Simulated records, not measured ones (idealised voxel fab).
process module | voxel spacer lines
cross-section cut | 275 nm wide | cells 5 nm
A cross-section is a grid of square cells, given in bands from the top down. A band is one or more rows of cells.
Each band's line starts with the height of the band's top and of its bottom, in nm. Then come its materials from left to right, each with its width in nm. One material with "throughout" fills the band from edge to edge. "air" is empty space.
Height 0 is the level under which the wafer as received is all one material. The lowest band goes on downwards, as in "0 down".
A width such as "30 to 40" changes by the same amount from each row of cells to the next, from the band's top row to its bottom row.
"no change" after a step means that no cell of the cross-section changed.
closed voids: empty space of 8 cells or more with no open way to the top, each as width x height at its distance from the left edge, in nm
after a step's settings: what the simulator itself notes on the step
overlay nm, on a step with a mask: how far to the right of its planned place the mask lay; to the left if negative
plan
1 op RECEIVE | material Si
2 op CONFORMAL_DEP | material SiO2 | thk nm 5
3 op DIRECTIONAL_DEP | material TiN | thk nm 20
4 op DIRECTIONAL_DEP | material polySi | thk nm 20
5 op PATTERN | tone cover | mask id MANDREL | material resist | width nm 15 | pitch nm 60 | thk nm 40 | overlay nm 0
6 op DIRECTIONAL_ETCH | etch materials polySi | depth nm 30
7 op STRIP | etch materials resist
8 op CONFORMAL_DEP | material SiN | thk nm 15
9 op DIRECTIONAL_ETCH | etch materials SiN | depth nm 15
10 op STRIP | etch materials polySi
11 op DIRECTIONAL_ETCH | etch materials TiN | depth nm 20
12 op STRIP | etch materials SiN
varied across the wafers: thk nm of step 4. The plan shows the first wafer's value. All wafers start alike
first wafer as received, after step 1
  0 down: Si throughout
  closed voids: none
first wafer at the end, after step 12
  25 to 5: air 55 | TiN 15 | air 15 | TiN 15 | air 15 | TiN 15 | air 15 | TiN 15 | air 15 | TiN 15 | air 15 | TiN 15 | air 55
  5 to 0: SiO2 throughout
  0 down: Si throughout
  closed voids: none
last wafer at the end
  5 to 0: SiO2 throughout
  0 down: Si throughout
  closed voids: none
each wafer at the end: cells of each material gained (+) or lost (-) since it was received, then its closed voids
thk nm 20 | +55 SiO2 | +72 TiN | closed voids: none
thk nm 25 | +55 SiO2 | +72 TiN | closed voids: none
thk nm 30 | +55 SiO2 | +72 TiN | closed voids: none
thk nm 35 | +55 SiO2 | closed voids: none
thk nm 40 | +55 SiO2 | closed voids: none
thk nm 45 | +55 SiO2 | closed voids: none
